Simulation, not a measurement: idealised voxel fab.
Process module in this document: voxel transistor to metal
Each square cell in cross-section cut measures 5 nm, and the section as a whole is 160 nm wide.
Square cells in a grid make up a cross-section in this document, and the grid is given as bands, listed from the top down, each one or more rows of cells.
Read a band's entry like this: the first values are the height of its top and the height of its bottom in nm, and what follows is the sequence of materials from left to right, each with its width in nm. Note that "blank" is empty space, and that a single material marked "full width" reaches across the band from edge to edge.
Convention: height 0 is the level below which the wafer, as received, is all one material. The lowest band does not terminate at the bottom but continues downward, represented as "0 down".
Quick explanation for "30->40": the width changes in equal steps down the rows of cells, from the first number in the band's top row to the second number in its bottom row.
Where a step carries "remains unaltered", the cross-section came out of it unchanged, cell for cell.
Closed empty spaces (no open way to the top) of 8 cells or more are what "Tabulated closed voids" lists, each as width x height at distance from the left edge, nm for all three.
Read whatever lies past the settings on a step's line as the simulator's own remark about the step.
Among the settings permitted on a step's line is "overlay nm"; applied to a step with a mask, it specifies the extent to which the mask lay to the right of its planned position, whereas a negative figure signifies a position to the left.
This section lists the process steps that were planned:
1,RECEIVE | material Si
2,CONFORMAL_DEP | material SiO2 | thk nm 5
3,CONFORMAL_DEP | material SiN | thk nm 10
4,MASKED_ETCH | tone cover | mask id ACTIVE | width nm 110 | etch materials SiN | depth nm 10 | overlay nm 0
5,MASKED_ETCH | tone cover | mask id ACTIVE | width nm 110 | etch materials SiO2 | depth nm 5 | overlay nm 0
6,MASKED_ETCH | tone cover | mask id ACTIVE | width nm 110 | etch materials Si | depth nm 35 | overlay nm 0
7,OXIDIZE | depth nm 5
8,FILL_DEP | material SiO2 | thk nm 5
9,CMP | height nm 15
10,SELECTIVE_ETCH | etch materials SiO2 | depth nm 10
11,STRIP | etch materials SiN
12,SELECTIVE_ETCH | etch materials SiO2 | depth nm 5
13,OXIDIZE | depth nm 5
14,DIRECTIONAL_DEP | material polySi | thk nm 20
15,DIRECTIONAL_DEP | material SiCN | thk nm 10
16,MASKED_ETCH | tone cover | mask id GATE | width nm 20 | etch materials SiCN | depth nm 20 | overlay nm 0
17,MASKED_ETCH | tone cover | mask id GATE | width nm 20 | etch materials polySi | depth nm 30 | overlay nm 0
18,CONFORMAL_DEP | material SiN | thk nm 10
19,DIRECTIONAL_ETCH | etch materials SiN | depth nm 10
20,DIRECTIONAL_ETCH | etch materials SiO2 | depth nm 5
21,DIRECTIONAL_ETCH | etch materials Si | depth nm 10
22,EPI | material nSi | thk nm 10
23,FILL_DEP | material SiO2 | thk nm 10
24,CMP | height nm 30
25,DIRECTIONAL_DEP | material SiO2 | thk nm 15
26,MASKED_ETCH | tone open | mask id CONTACT | width nm 30 | pitch nm 60 | etch materials SiO2 | depth nm 50 | overlay nm 0
27,CONFORMAL_DEP | material TiN | thk nm 5
28,FILL_DEP | material W | thk nm 10
29,CMP | height nm 45
30,DIRECTIONAL_DEP | material TiN | thk nm 5
31,DIRECTIONAL_DEP | material W | thk nm 25
32,PATTERN | tone cover | mask id METAL_1 | material resist | width nm 20 | pitch nm 70 | thk nm 15 | overlay nm 0
33,DIRECTIONAL_ETCH | etch materials W | depth nm 25
34,DIRECTIONAL_ETCH | etch materials TiN | depth nm 5
35,STRIP | etch materials resist
36,CONFORMAL_DEP | material SiCN | thk nm 5
37,FILL_DEP | material SiO2 | thk nm 5
38,CMP | height nm 75
39,CONFORMAL_DEP | material SiCN | thk nm 5
Cross-section: wafer on arrival = after step 1:
> 0 down | Si full width
> Tabulated closed voids: none
The first of the two wafers as seen in cross-section once the module was finished; processing followed the plan:
> 80 to 75 | SiCN full width
> 75 to 50 | SiO2=30, then SiCN=5, then W=20, then SiCN=5, then SiO2=40, then SiCN=5, then W=20, then SiCN=5, then SiO2=30
> 50 to 45 | SiCN=35, then TiN=20, then SiCN=50, then TiN=20, then SiCN=35
> 45 to 35 | SiO2=35, then TiN=5, then W=20, then TiN=5, then SiO2=30, then TiN=5, then W=20, then TiN=5, then SiO2=35
> 35 to 30 | SiO2=35, then TiN=5, then W=15, then TiN=10, then SiO2=30, then TiN=10, then W=15, then TiN=5, then SiO2=35
> 30 to 20 | SiO2=35, then TiN=5, then W=15, then TiN=5, then SiN=10, then SiCN=20, then SiN=10, then TiN=5, then W=15, then TiN=5, then SiO2=35
> 20 to 10 | SiO2=35, then TiN=5, then W=15, then TiN=5, then SiN=10, then polySi=20, then SiN=10, then TiN=5, then W=15, then TiN=5, then SiO2=35
> 10 to 5 | SiO2=35, then TiN=5, then W=5, then TiN=15, then SiN=10, then polySi=20, then SiN=10, then TiN=15, then W=5, then TiN=5, then SiO2=35
> 5 to 0 | SiO2=35, then TiN=5, then W=5, then TiN=5, then nSi=10, then SiN=10, then polySi=20, then SiN=10, then nSi=10, then TiN=5, then W=5, then TiN=5, then SiO2=35
> 0 to -5 | SiO2=35, then TiN=15, then nSi=10, then SiO2=40, then nSi=10, then TiN=15, then SiO2=35
> -5 to -15 | SiO2=30, then nSi=30, then Si=40, then nSi=30, then SiO2=30
> -15 to -40 | SiO2=30, then Si=100, then SiO2=30
> -40 down | Si full width
> Tabulated closed voids: none
Second wafer at the end: like start, like plan, one mistake:
> 80 to 75 | SiCN full width
> 75 to 50 | SiO2=30, then SiCN=5, then W=20, then SiCN=5, then SiO2=40, then SiCN=5, then W=20, then SiCN=5, then SiO2=30
> 50 to 45 | SiCN=35, then TiN=20, then SiCN=50, then TiN=20, then SiCN=35
> 45 to 30 | SiO2=35, then TiN=5, then W=20, then TiN=5, then SiO2=30, then TiN=5, then W=20, then TiN=5, then SiO2=35
> 30 to 25 | SiO2=35, then TiN=5, then W=15, then TiN=10, then SiO2=30, then TiN=10, then W=15, then TiN=5, then SiO2=35
> 25 to 20 | SiO2=35, then TiN=5, then W=15, then TiN=5, then SiN=10, then SiCN=20, then SiN=10, then TiN=5, then W=15, then TiN=5, then SiO2=35
> 20 to 10 | SiO2=35, then TiN=5, then W=15, then TiN=5, then SiN=10, then polySi=20, then SiN=10, then TiN=5, then W=15, then TiN=5, then SiO2=35
> 10 to 5 | SiO2=35, then TiN=5, then W=5, then TiN=15, then SiN=10, then polySi=20, then SiN=10, then TiN=15, then W=5, then TiN=5, then SiO2=35
> 5 to 0 | SiO2=35, then TiN=5, then W=5, then TiN=5, then nSi=10, then SiN=10, then polySi=20, then SiN=10, then nSi=10, then TiN=5, then W=5, then TiN=5, then SiO2=35
> 0 to -5 | SiO2=35, then TiN=15, then nSi=10, then SiO2=40, then nSi=10, then TiN=15, then SiO2=35
> -5 to -15 | SiO2=30, then nSi=30, then Si=40, then nSi=30, then SiO2=30
> -15 to -40 | SiO2=30, then Si=100, then SiO2=30
> -40 down | Si full width
> Tabulated closed voids: none
What was the processing mistake? so step 15 ended up running with a different setting than we planned, it ran as DIRECTIONAL_DEP | material SiCN | thk nm 5
Materials where the second wafer ends with more or fewer cells than the first: -4 SiCN, -4 SiN, +6 SiO2, +2 W
